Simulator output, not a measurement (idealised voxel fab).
process module | voxel gate over fins
Shown is cross-section cut, with a width of 170 nm and square cells of size 5 nm.
Cross-section spec: square-cell grid; bands listed top down; each band is one or more rows. It is stipulated that each band's entry specify, in nanometres, the height of the top of the band and then that of its bottom, followed by the materials of the band in left-to-right sequence, each together with its width in nanometres. A single material marked by the word "throughout" is understood to fill the band from edge to edge; the word "empty" is understood to denote empty space. Heights are measured from 0, the level below which the as-received wafer is all one material; the lowest band has no bottom and continues downward, written as in "top 0, no bottom". The notation "30..40" denotes a width that varies across the rows of cells in the band, beginning at the first number in the top row, finishing at the second number in the bottom row, and changing by an identical amount from each row to the next. You'll sometimes find "no alteration" written for a step, and that's the way of saying that nowhere in the cross-section did a cell change during that step. "Completely enclosed voids" means: voids of 8 cells or more that are shut off from the top with no open way through. Written width x height at distance, distance from the left edge, in nm. Past the settings on a step's line: simulator remark, on that step. On any step carrying a mask, the "overlay nm" setting, if present on the step's line, tells how far right of its planned place the mask lay; negative values point to the left.

This section lists the process steps that were planned:
| 1 | RECEIVE, material Si |
| 2 | CONFORMAL_DEP, material SiN, thk nm 5 |
| 3 | DIRECTIONAL_DEP, material aC, thk nm 15 |
| 4 | PATTERN, tone cover, mask id FINS, material resist, width nm 15, pitch nm 45, thk nm 35, overlay nm 0 |
| 5 | DIRECTIONAL_ETCH, etch materials aC, depth nm 15 |
| 6 | STRIP, etch materials resist |
| 7 | DIRECTIONAL_ETCH, etch materials SiN, depth nm 5 |
| 8 | DIRECTIONAL_ETCH, etch materials Si, depth nm 40 |
| 9 | STRIP, etch materials aC |
| 10 | OXIDIZE, depth nm 5 |
| 11 | FILL_DEP, material SiO2, thk nm 5 |
| 12 | CMP, height nm 5 |
| 13 | SELECTIVE_ETCH, etch materials SiO2, depth nm 15 |
| 14 | STRIP, etch materials SiN |
| 15 | CONFORMAL_DEP, material HfO2, thk nm 5 |
| 16 | CONFORMAL_DEP, material TiN, thk nm 5 |
| 17 | FILL_DEP, material W, thk nm 15 |
| 18 | CMP, height nm 20 |
| 19 | CONFORMAL_DEP, material SiCN, thk nm 10 |

Run as planned: first of two wafers:

Received-state cross-section, reflecting completion of step 1:
top 0, no bottom  Si throughout
Completely enclosed voids: none

After step 2:
top 5, bottom 0  SiN throughout
Lower than 0, everything is as it was.

After step 3:
top 20, bottom 5  aC throughout
Lower than 5, everything is as it was.

After step 4:
top 55, bottom 20  30 nm empty; 15 nm resist; 30 nm empty; 15 nm resist; 30 nm empty; 15 nm resist; 35 nm empty
Lower than 20, everything is as it was.

After step 5:
top 40, bottom 20  30 nm empty; 15 nm resist; 30 nm empty; 15 nm resist; 30 nm empty; 15 nm resist; 35 nm empty
top 20, bottom 5  30 nm empty; 15 nm aC; 30 nm empty; 15 nm aC; 30 nm empty; 15 nm aC; 35 nm empty
Lower than 5, everything is as it was.

After step 6:
top 20, bottom 5  30 nm empty; 15 nm aC; 30 nm empty; 15 nm aC; 30 nm empty; 15 nm aC; 35 nm empty
Lower than 5, everything is as it was.

After step 7:
top 20, bottom 5  30 nm empty; 15 nm aC; 30 nm empty; 15 nm aC; 30 nm empty; 15 nm aC; 35 nm empty
top 5, bottom 0  30 nm empty; 15 nm SiN; 30 nm empty; 15 nm SiN; 30 nm empty; 15 nm SiN; 35 nm empty
Lower than 0, everything is as it was.

After step 8:
top 20, bottom 5  30 nm empty; 15 nm aC; 30 nm empty; 15 nm aC; 30 nm empty; 15 nm aC; 35 nm empty
top 5, bottom 0  30 nm empty; 15 nm SiN; 30 nm empty; 15 nm SiN; 30 nm empty; 15 nm SiN; 35 nm empty
top 0, bottom -40  30 nm empty; 15 nm Si; 30 nm empty; 15 nm Si; 30 nm empty; 15 nm Si; 35 nm empty
Lower than -40, everything is as it was.

After step 9:
top 5, bottom 0  30 nm empty; 15 nm SiN; 30 nm empty; 15 nm SiN; 30 nm empty; 15 nm SiN; 35 nm empty
Lower than 0, everything is as it was.

After step 10:
top 5, bottom 0  30 nm empty; 15 nm SiN; 30 nm empty; 15 nm SiN; 30 nm empty; 15 nm SiN; 35 nm empty
top 0, bottom -40  30 nm empty; 5 nm SiO2; 5 nm Si; 5 nm SiO2; 30 nm empty; 5 nm SiO2; 5 nm Si; 5 nm SiO2; 30 nm empty; 5 nm SiO2; 5 nm Si; 5 nm SiO2; 35 nm empty
top -40, bottom -45  35 nm SiO2; 5 nm Si; 40 nm SiO2; 5 nm Si; 40 nm SiO2; 5 nm Si; 40 nm SiO2
Lower than -45, everything is as it was.

After step 11:
top 10, bottom 5  SiO2 throughout
top 5, bottom 0  30 nm SiO2; 15 nm SiN; 30 nm SiO2; 15 nm SiN; 30 nm SiO2; 15 nm SiN; 35 nm SiO2
top 0, bottom -45  35 nm SiO2; 5 nm Si; 40 nm SiO2; 5 nm Si; 40 nm SiO2; 5 nm Si; 40 nm SiO2
Lower than -45, everything is as it was.

After step 12:
top 5, bottom 0  30 nm SiO2; 15 nm SiN; 30 nm SiO2; 15 nm SiN; 30 nm SiO2; 15 nm SiN; 35 nm SiO2
Lower than 0, everything is as it was.

After step 13:
top 5, bottom 0  30 nm empty; 15 nm SiN; 30 nm empty; 15 nm SiN; 30 nm empty; 15 nm SiN; 35 nm empty
top 0, bottom -10  35 nm empty; 5 nm Si; 40 nm empty; 5 nm Si; 40 nm empty; 5 nm Si; 40 nm empty
Lower than -10, everything is as it was.

After step 14:
top 0, bottom -10  35 nm empty; 5 nm Si; 40 nm empty; 5 nm Si; 40 nm empty; 5 nm Si; 40 nm empty
Lower than -10, everything is as it was.

After step 15:
top 5, bottom 0  30 nm empty; 15 nm HfO2; 30 nm empty; 15 nm HfO2; 30 nm empty; 15 nm HfO2; 35 nm empty
top 0, bottom -5  30 nm empty; 5 nm HfO2; 5 nm Si; 5 nm HfO2; 30 nm empty; 5 nm HfO2; 5 nm Si; 5 nm HfO2; 30 nm empty; 5 nm HfO2; 5 nm Si; 5 nm HfO2; 35 nm empty
top -5, bottom -10  35 nm HfO2; 5 nm Si; 40 nm HfO2; 5 nm Si; 40 nm HfO2; 5 nm Si; 40 nm HfO2
Lower than -10, everything is as it was.

After step 16:
top 10, bottom 5  25 nm empty; 25 nm TiN; 20 nm empty; 25 nm TiN; 20 nm empty; 25 nm TiN; 30 nm empty
top 5, bottom 0  25 nm empty; 5 nm TiN; 15 nm HfO2; 5 nm TiN; 20 nm empty; 5 nm TiN; 15 nm HfO2; 5 nm TiN; 20 nm empty; 5 nm TiN; 15 nm HfO2; 5 nm TiN; 30 nm empty
top 0, bottom -5  30 nm TiN; 5 nm HfO2; 5 nm Si; 5 nm HfO2; 30 nm TiN; 5 nm HfO2; 5 nm Si; 5 nm HfO2; 30 nm TiN; 5 nm HfO2; 5 nm Si; 5 nm HfO2; 35 nm TiN
Lower than -5, everything is as it was.

After step 17:
top 25, bottom 10  W throughout
top 10, bottom 5  25 nm W; 25 nm TiN; 20 nm W; 25 nm TiN; 20 nm W; 25 nm TiN; 30 nm W
top 5, bottom 0  25 nm W; 5 nm TiN; 15 nm HfO2; 5 nm TiN; 20 nm W; 5 nm TiN; 15 nm HfO2; 5 nm TiN; 20 nm W; 5 nm TiN; 15 nm HfO2; 5 nm TiN; 30 nm W
Lower than 0, everything is as it was.

After step 18:
top 20, bottom 10  W throughout
Lower than 10, everything is as it was.

After step 19:
top 30, bottom 20  SiCN throughout
Lower than 20, everything is as it was.

The second wafer was prepared from the same starting point and under the same plan as the first; its processing contained one mistake, and it remains indistinguishable from the first wafer up to and including step 14:

At the planned end of step 15, the second wafer in cross-section:
top 5, bottom 0  30 nm empty; 15 nm TiN; 30 nm empty; 15 nm TiN; 30 nm empty; 15 nm TiN; 35 nm empty
top 0, bottom -5  30 nm empty; 5 nm TiN; 5 nm Si; 5 nm TiN; 30 nm empty; 5 nm TiN; 5 nm Si; 5 nm TiN; 30 nm empty; 5 nm TiN; 5 nm Si; 5 nm TiN; 35 nm empty
top -5, bottom -10  35 nm TiN; 5 nm Si; 40 nm TiN; 5 nm Si; 40 nm TiN; 5 nm Si; 40 nm TiN
Lower than -10, everything is as it was.

At the planned end of step 16, the second wafer in cross-section:
top 10, bottom 5  25 nm empty; 25 nm HfO2; 20 nm empty; 25 nm HfO2; 20 nm empty; 25 nm HfO2; 30 nm empty
top 5, bottom 0  25 nm empty; 5 nm HfO2; 15 nm TiN; 5 nm HfO2; 20 nm empty; 5 nm HfO2; 15 nm TiN; 5 nm HfO2; 20 nm empty; 5 nm HfO2; 15 nm TiN; 5 nm HfO2; 30 nm empty
top 0, bottom -5  30 nm HfO2; 5 nm TiN; 5 nm Si; 5 nm TiN; 30 nm HfO2; 5 nm TiN; 5 nm Si; 5 nm TiN; 30 nm HfO2; 5 nm TiN; 5 nm Si; 5 nm TiN; 35 nm HfO2
Lower than -5, everything is as it was.

At the planned end of step 17, the second wafer in cross-section:
top 25, bottom 10  W throughout
top 10, bottom 5  25 nm W; 25 nm HfO2; 20 nm W; 25 nm HfO2; 20 nm W; 25 nm HfO2; 30 nm W
top 5, bottom 0  25 nm W; 5 nm HfO2; 15 nm TiN; 5 nm HfO2; 20 nm W; 5 nm HfO2; 15 nm TiN; 5 nm HfO2; 20 nm W; 5 nm HfO2; 15 nm TiN; 5 nm HfO2; 30 nm W
Lower than 0, everything is as it was.

At the planned end of step 18, the second wafer in cross-section:
top 20, bottom 10  W throughout
Lower than 10, everything is as it was.

At the planned end of step 19, the second wafer in cross-section:
top 30, bottom 20  SiCN throughout
Lower than 20, everything is as it was.
Heads up, the wafer didn't run the way we planned it: it was found that steps 15 and 16 of the process plan had been performed in exchanged positions
Final wafers compared: equal cell tally per material, rearranged layout.
